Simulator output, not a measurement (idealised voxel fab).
Name of the process module below: voxel ribs on slabs
275 nm wide, 5 nm square cells: that's cross-section cut.
Cross-section, as written here: a square-cell grid given band by band from the top down, where a band holds one or more rows of cells.
Look at the band entry: it leads with the top's height and the bottom's height in nm. Then it lists the materials left to right, with a width in nm for each. The word "full width" on a single material says that material fills the band edge to edge. The word "air" is empty space.
Heights are reckoned from 0. Under this level, the received wafer is all of one material. The bottommost band is open-ended downward, for example "top 0, no bottom".
Top row gets the first number, bottom row gets the second, and each row in between changes by the same step: that is how a band width like "30 to 40" works.
What does "changes: none" mean for a step? It means no cell of the cross-section changed in that step.
Each empty space that has no open way to the top and spans at least 8 cells appears under "Closed void listing" as width x height at distance, the distance counted from the left edge, all in nm.
If you see something after the settings on a step's line, that's the simulator's own remark about that step.
When a step includes a mask, the "overlay nm" setting on its line states how far to the right of its planned place that mask lay, and negative values state how far to the left.
LISTED BELOW ARE THE PROCESS STEPS AS PLANNED
1 op RECEIVE | material Si
2 op DIRECTIONAL_DEP | material SiO2 | thk nm 20
3 op DIRECTIONAL_DEP | material SiN | thk nm 15
4 op PATTERN | tone cover | mask id RIB | material resist | width nm 25 | thk nm 20 | overlay nm 0
5 op DIRECTIONAL_ETCH | etch materials SiN | depth nm 10
6 op STRIP | etch materials resist
7 op DIRECTIONAL_DEP | material aC | thk nm 10
8 op PATTERN | tone cover | mask id SLAB | material resist | width nm 75 | thk nm 25 | overlay nm 0
9 op DIRECTIONAL_ETCH | etch materials aC | depth nm 10
10 op STRIP | etch materials resist
11 op DIRECTIONAL_ETCH | etch materials SiN | depth nm 5
12 op STRIP | etch materials aC
13 op FILL_DEP | material SiO2 | thk nm 30
14 op CMP | height nm 55
15 op DIRECTIONAL_DEP | material TiN | thk nm 10
16 op PATTERN | tone cover | mask id HEATER | material resist | width nm 35 | thk nm 15 | overlay nm 0
17 op DIRECTIONAL_ETCH | etch materials TiN | depth nm 10
18 op STRIP | etch materials resist
19 op CONFORMAL_DEP | material SiN | thk nm 5
CROSS-SECTION, INCOMING MATERIAL, AFTER STEP 1
	top 0, no bottom: Si full width
	Closed void listing: none
CROSS-SECTION AT MODULE END, ONE RUN ERROR; START AND PLAN UNCHANGED FROM ABOVE
	top 70, bottom 65: air=115 | SiN=45 | air=115
	top 65, bottom 60: air=115 | SiN=5 | TiN=35 | SiN=5 | air=115
	top 60, bottom 55: SiN=120 | TiN=35 | SiN=120
	top 55, bottom 15: SiO2 full width
	top 15, bottom 0: SiN full width
	top 0, no bottom: Si full width
	Closed void listing: none
Against the plan, the run slipped here: steps 2 and 3 were swapped
